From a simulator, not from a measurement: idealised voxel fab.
The name of this process module is voxel gate over fins.
The width of the displayed cross-section, cut, is 300 nm; its cells are square, with a size of 5 nm.
A cross-section is a grid of square cells, given in bands from the top down. A band is one or more rows of cells. What a band's entry tells you: where the top is and where the bottom is, as heights in nm, and after that what lies inside, material by material from left to right, each with its width in nm. Empty space is written as the word "air", and a single material marked with the word "everywhere" occupies the band from edge to edge. Heights are reckoned from 0. Under this level, the received wafer is all of one material. The bottommost band is open-ended downward, for example "top 0, no bottom". The expression "30..40" gives the width at the extremes of the band, the first number at its top row of cells and the second at its bottom row, with the width changing by equal amounts from each row to the next in between. Basically "same as before" means that step didn't change any cell in the cross-section. "Trapped cavities" - sealed voids, min. 8 cells, no opening to top; format: width x height at distance (distance from left edge; nm throughout). Whatever follows a step's settings on its line is a remark the simulator itself makes about that step. overlay nm: mask right of planned place by this much (step with mask). Neg. = left. For the reader: what remains of this document is a series of pairs, each showing a cross-section before one process step and a cross-section after that step which reaches down only to the lowest band that changed, with the step between them and its settings set out under the pair. It should not be assumed that a pair continues from the pair above it; the pairs can come from different runs of this module on the same starting wafer, and such continuity exists only where the entry headed "Prior to processing" says so.
**Prior to processing**
top 0, bottom -10: air 135, Si 5, air 35, Si 5, air 120
top -10, bottom -35: SiO2 135, Si 5, SiO2 35, Si 5, SiO2 120
top -35, no bottom: Si everywhere
Trapped cavities: none
**Resulting Cross-Section**
top 5, bottom 0: air 130, HfO2 15, air 25, HfO2 15, air 115
top 0, bottom -5: air 130, HfO2 5, Si 5, HfO2 5, air 25, HfO2 5, Si 5, HfO2 5, air 115
top -5, bottom -10: HfO2 135, Si 5, HfO2 35, Si 5, HfO2 120
Note: structure below -10 unchanged.
Trapped cavities: none
What process step lies between the two cross-sections above? CONFORMAL_DEP,material HfO2,thk nm 5
Prior to processing: see preceding pair, after cross-section.
**Resulting Cross-Section**
top 10, bottom 5: air 125, TiN 25, air 15, TiN 25, air 110
top 5, bottom 0: air 125, TiN 5, HfO2 15, TiN 5, air 15, TiN 5, HfO2 15, TiN 5, air 110
top 0, bottom -5: TiN 130, HfO2 5, Si 5, HfO2 5, TiN 25, HfO2 5, Si 5, HfO2 5, TiN 115
Note: structure below -5 unchanged.
Trapped cavities: none
What process step lies between the two cross-sections above? CONFORMAL_DEP,material TiN,thk nm 5
Prior to processing: see preceding pair, after cross-section.
**Resulting Cross-Section**
top 15, bottom 10: air 120, TiAl 35, air 5, TiAl 35, air 105
top 10, bottom 5: air 120, TiAl 5, TiN 25, TiAl 5, air 5, TiAl 5, TiN 25, TiAl 5, air 105
top 5, bottom 0: TiAl 125, TiN 5, HfO2 15, TiN 5, TiAl 15, TiN 5, HfO2 15, TiN 5, TiAl 110
Note: structure below 0 unchanged.
Trapped cavities: none
What process step lies between the two cross-sections above? CONFORMAL_DEP,material TiAl,thk nm 5
Prior to processing: see preceding pair, after cross-section.
**Resulting Cross-Section**
top 20, bottom 15: air 115, TiN 85, air 100
top 15, bottom 10: air 115, TiN 5, TiAl 35, TiN 5, TiAl 35, TiN 5, air 100
top 10, bottom 5: TiN 120, TiAl 5, TiN 25, TiAl 5, TiN 5, TiAl 5, TiN 25, TiAl 5, TiN 105
Note: structure below 5 unchanged.
Trapped cavities: none
What process step lies between the two cross-sections above? CONFORMAL_DEP,material TiN,thk nm 5
Prior to processing: see preceding pair, after cross-section.
**Resulting Cross-Section**
top 30, bottom 20: W everywhere
top 20, bottom 15: W 115, TiN 85, W 100
top 15, bottom 10: W 115, TiN 5, TiAl 35, TiN 5, TiAl 35, TiN 5, W 100
Note: structure below 10 unchanged.
Trapped cavities: none
What process step lies between the two cross-sections above? FILL_DEP,material W,thk nm 10
Prior to processing: see preceding pair, after cross-section.
**Resulting Cross-Section**
top 25, bottom 20: W everywhere
Note: structure below 20 unchanged.
Trapped cavities: none
What process step lies between the two cross-sections above? CMP,height nm 25
Prior to processing: see preceding pair, after cross-section.
**Resulting Cross-Section**
top 35, bottom 25: SiN everywhere
Note: structure below 25 unchanged.
Trapped cavities: none
What process step lies between the two cross-sections above? CONFORMAL_DEP,material SiN,thk nm 10
**Prior to processing**
top 10, bottom 0: air 120, SiN 15, air 25, SiN 15, air 125
top 0, bottom -30: air 120, SiO2 5, Si 5, SiO2 5, air 25, SiO2 5, Si 5, SiO2 5, air 125
top -30, bottom -35: SiO2 125, Si 5, SiO2 35, Si 5, SiO2 130
top -35, no bottom: Si everywhere
Trapped cavities: none
**Resulting Cross-Section**
top 25, bottom 10: HfO2 everywhere
top 10, bottom 0: HfO2 120, SiN 15, HfO2 25, SiN 15, HfO2 125
top 0, bottom -30: HfO2 120, SiO2 5, Si 5, SiO2 5, HfO2 25, SiO2 5, Si 5, SiO2 5, HfO2 125
Note: structure below -30 unchanged.
Trapped cavities: none
What process step lies between the two cross-sections above? FILL_DEP,material HfO2,thk nm 15
Prior to processing: see preceding pair, after cross-section.
**Resulting Cross-Section**
top 10, bottom 0: HfO2 120, SiN 15, HfO2 25, SiN 15, HfO2 125
Note: structure below 0 unchanged.
Trapped cavities: none
What process step lies between the two cross-sections above? CMP,height nm 10
Prior to processing: see preceding pair, after cross-section.
**Resulting Cross-Section**
top 10, bottom 0: HfO2 120, air 15, HfO2 25, air 15, HfO2 125
Note: structure below 0 unchanged.
Trapped cavities: none
What process step lies between the two cross-sections above? STRIP,etch materials SiN
Prior to processing: see preceding pair, after cross-section.
**Resulting Cross-Section**
top 15, bottom 5: HfO2 125, air 5, HfO2 35, air 5, HfO2 130
top 5, bottom 0: HfO2 everywhere
Note: structure below 0 unchanged.
Trapped cavities: none
What process step lies between the two cross-sections above? CONFORMAL_DEP,material HfO2,thk nm 5
Prior to processing: see preceding pair, after cross-section.
**Resulting Cross-Section**
top 20, bottom 15: TiN everywhere
top 15, bottom 5: HfO2 125, TiN 5, HfO2 35, TiN 5, HfO2 130
Note: structure below 5 unchanged.
Trapped cavities: none
What process step lies between the two cross-sections above? CONFORMAL_DEP,material TiN,thk nm 5
Prior to processing: see preceding pair, after cross-section.
**Resulting Cross-Section**
top 25, bottom 20: TiAl everywhere
Note: structure below 20 unchanged.
Trapped cavities: none
What process step lies between the two cross-sections above? CONFORMAL_DEP,material TiAl,thk nm 5
Prior to processing: see preceding pair, after cross-section.
**Resulting Cross-Section**
top 30, bottom 25: TiN everywhere
Note: structure below 25 unchanged.
Trapped cavities: none
What process step lies between the two cross-sections above? CONFORMAL_DEP,material TiN,thk nm 5
Prior to processing: see preceding pair, after cross-section.
**Resulting Cross-Section**
top 40, bottom 30: W everywhere
Note: structure below 30 unchanged.
Trapped cavities: none
What process step lies between the two cross-sections above? FILL_DEP,material W,thk nm 10
Prior to processing: see preceding pair, after cross-section.
**Resulting Cross-Section**
top 25, bottom 20: TiAl everywhere
Note: structure below 20 unchanged.
Trapped cavities: none
What process step lies between the two cross-sections above? CMP,height nm 25
Prior to processing: see preceding pair, after cross-section.
**Resulting Cross-Section**
top 35, bottom 25: SiN everywhere
Note: structure below 25 unchanged.
Trapped cavities: none
What process step lies between the two cross-sections above? CONFORMAL_DEP,material SiN,thk nm 10
**Prior to processing**
top 10, bottom 0: SiN everywhere
top 0, no bottom: Si everywhere
Trapped cavities: none
**Resulting Cross-Section**
top 25, bottom 10: resist 120, air 15, resist 25, air 15, resist 125
Note: structure below 10 unchanged.
Trapped cavities: none
What process step lies between the two cross-sections above? PATTERN,tone open,mask id FINS,material resist,width nm 15,pitch nm 40,thk nm 15,overlay nm 0
Prior to processing: see preceding pair, after cross-section.
**Resulting Cross-Section**
top 25, bottom 10: resist 120, air 15, resist 25, air 15, resist 125
top 10, bottom 0: SiN 120, air 15, SiN 25, air 15, SiN 125
Note: structure below 0 unchanged.
Trapped cavities: none
What process step lies between the two cross-sections above? DIRECTIONAL_ETCH,etch materials SiN,depth nm 10
Prior to processing: see preceding pair, after cross-section.
**Resulting Cross-Section**
top 25, bottom 10: resist 120, air 15, resist 25, air 15, resist 125
top 10, bottom 0: SiN 120, air 15, SiN 25, air 15, SiN 125
top 0, bottom -30: Si 120, air 15, Si 25, air 15, Si 125
Note: structure below -30 unchanged.
Trapped cavities: none
What process step lies between the two cross-sections above? DIRECTIONAL_ETCH,etch materials Si,depth nm 30
Prior to processing: see preceding pair, after cross-section.
**Resulting Cross-Section**
top 10, bottom 0: SiN 120, air 15, SiN 25, air 15, SiN 125
Note: structure below 0 unchanged.
Trapped cavities: none
What process step lies between the two cross-sections above? STRIP,etch materials resist
Prior to processing: see preceding pair, after cross-section.
**Resulting Cross-Section**
top 10, bottom 0: SiN 120, air 15, SiN 25, air 15, SiN 125
top 0, bottom -30: Si 115, SiO2 5, air 15, SiO2 5, Si 15, SiO2 5, air 15, SiO2 5, Si 120
top -30, bottom -35: Si 115, SiO2 25, Si 15, SiO2 25, Si 120
Note: structure below -35 unchanged.
Trapped cavities: none
What process step lies between the two cross-sections above? OXIDIZE,depth nm 5
Prior to processing: see preceding pair, after cross-section.
**Resulting Cross-Section**
top 25, bottom 10: SiO2 everywhere
top 10, bottom 0: SiN 120, SiO2 15, SiN 25, SiO2 15, SiN 125
top 0, bottom -35: Si 115, SiO2 25, Si 15, SiO2 25, Si 120
Note: structure below -35 unchanged.
Trapped cavities: none
What process step lies between the two cross-sections above? FILL_DEP,material SiO2,thk nm 15
Prior to processing: see preceding pair, after cross-section.
**Resulting Cross-Section**
top 10, bottom 0: SiN 120, SiO2 15, SiN 25, SiO2 15, SiN 125
Note: structure below 0 unchanged.
Trapped cavities: none
What process step lies between the two cross-sections above? CMP,height nm 10
Prior to processing: see preceding pair, after cross-section.
**Resulting Cross-Section**
top 10, bottom 0: SiN 120, air 15, SiN 25, air 15, SiN 125
top 0, bottom -10: Si 115, air 25, Si 15, air 25, Si 120
Note: structure below -10 unchanged.
Trapped cavities: none
What process step lies between the two cross-sections above? SELECTIVE_ETCH,etch materials SiO2,depth nm 20
Prior to processing: see preceding pair, after cross-section.
**Resulting Cross-Section**
top 0, bottom -10: Si 115, air 25, Si 15, air 25, Si 120
Note: structure below -10 unchanged.
Trapped cavities: none
What process step lies between the two cross-sections above? STRIP,etch materials SiN
Prior to processing: see preceding pair, after cross-section.
**Resulting Cross-Section**
top 5, bottom 0: HfO2 120, air 15, HfO2 25, air 15, HfO2 125
top 0, bottom -5: Si 115, HfO2 5, air 15, HfO2 5, Si 15, HfO2 5, air 15, HfO2 5, Si 120
top -5, bottom -10: Si 115, HfO2 25, Si 15, HfO2 25, Si 120
Note: structure below -10 unchanged.
Trapped cavities: none
What process step lies between the two cross-sections above? CONFORMAL_DEP,material HfO2,thk nm 5
Prior to processing: see preceding pair, after cross-section.
**Resulting Cross-Section**
top 10, bottom 5: TiN 125, air 5, TiN 35, air 5, TiN 130
top 5, bottom 0: HfO2 120, TiN 5, air 5, TiN 5, HfO2 25, TiN 5, air 5, TiN 5, HfO2 125
top 0, bottom -5: Si 115, HfO2 5, TiN 15, HfO2 5, Si 15, HfO2 5, TiN 15, HfO2 5, Si 120
Note: structure below -5 unchanged.
Trapped cavities: none
What process step lies between the two cross-sections above? CONFORMAL_DEP,material TiN,thk nm 5
Prior to processing: see preceding pair, after cross-section.
**Resulting Cross-Section**
top 15, bottom 10: TiAl everywhere
top 10, bottom 5: TiN 125, TiAl 5, TiN 35, TiAl 5, TiN 130
top 5, bottom 0: HfO2 120, TiN 5, TiAl 5, TiN 5, HfO2 25, TiN 5, TiAl 5, TiN 5, HfO2 125
Note: structure below 0 unchanged.
Trapped cavities: none
What process step lies between the two cross-sections above? CONFORMAL_DEP,material TiAl,thk nm 5
Prior to processing: see preceding pair, after cross-section.
**Resulting Cross-Section**
top 20, bottom 15: TiN everywhere
Note: structure below 15 unchanged.
Trapped cavities: none
What process step lies between the two cross-sections above? CONFORMAL_DEP,material TiN,thk nm 5
Prior to processing: see preceding pair, after cross-section.
**Resulting Cross-Section**
top 30, bottom 20: W everywhere
Note: structure below 20 unchanged.
Trapped cavities: none
What process step lies between the two cross-sections above? FILL_DEP,material W,thk nm 10
Prior to processing: see preceding pair, after cross-section.
**Resulting Cross-Section**
top 25, bottom 20: W everywhere
Note: structure below 20 unchanged.
Trapped cavities: none
What process step lies between the two cross-sections above? CMP,height nm 25
Prior to processing: see preceding pair, after cross-section.
**Resulting Cross-Section**
top 35, bottom 25: SiN everywhere
Note: structure below 25 unchanged.
Trapped cavities: none
What process step lies between the two cross-sections above? CONFORMAL_DEP,material SiN,thk nm 10
